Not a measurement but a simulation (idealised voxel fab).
You're looking at the process module voxel local oxidation.
The cross-section shown here is cut; it is 300 nm wide and divided into square cells measuring 5 nm on a side.
A cross-section in this document is a grid of square cells, and it is written down as bands, the top band listed before the ones below it; a band is made up of one or more rows of cells.
Read a band's entry like this: the first values are the height of its top and the height of its bottom in nm, and what follows is the sequence of materials from left to right, each with its width in nm. Note that "empty" is empty space, and that a single material marked "full width" reaches across the band from edge to edge.
Heights from 0 (as-received wafer is one material below). Bottom band endless downward, as "0 nm and below".
You'd read "30->40" like this: the band's top row of cells is as wide as the first number, its bottom row is as wide as the second, and going down, every row changes width by the same amount as the row before did.
Key: "no change" - step with no changed cell in the cross-section.
What "Fully sealed cavities" gives you is every empty space of 8 cells or more that is cut off from the top. Each appears as width x height at distance, with the distance taken from the left edge and width, height and distance all in nm.
That trailing text on a step's line, after the settings, is the simulator's own remark on the step.
overlay nm: mask right of planned place by this much (step with mask). Neg. = left.

## These are the steps we planned for the process
1) RECEIVE,material Si
2) CONFORMAL_DEP,material SiO2,thk nm 5
3) CONFORMAL_DEP,material SiN,thk nm 15
4) PATTERN,tone cover,mask id ACTIVE,material resist,width nm 100,thk nm 15,overlay nm 0
5) DIRECTIONAL_ETCH,etch materials SiN,depth nm 15
6) STRIP,etch materials resist
7) SELECTIVE_ETCH,etch materials SiO2,depth nm 5
8) OXIDIZE,depth nm 10
9) STRIP,etch materials SiN

## As received (post step 1): cross-section
    0 nm and below | Si full width
    Fully sealed cavities: none

## First of two wafers: cross-section at end of module, run per plan
    5 nm to 0 nm | 105 empty | 90 SiO2 | 105 empty
    0 nm to -10 nm | 115 SiO2 | 70 Si | 115 SiO2
    -10 nm and below | Si full width
    Fully sealed cavities: none

## Second wafer through the module, sectioned at the end: same beginning and same plan as the first wafer, with one mistake in carrying it out
    15 nm to 0 nm | SiO2 full width
    0 nm and below | Si full width
    Fully sealed cavities: none
what went wrong: heads up, step 3 didn't go per plan, it actually ran as CONFORMAL_DEP,material SiO2,thk nm 15
Final difference in cells, second wafer against first, listed per material as more or fewer: Si +92 | SiO2 +70
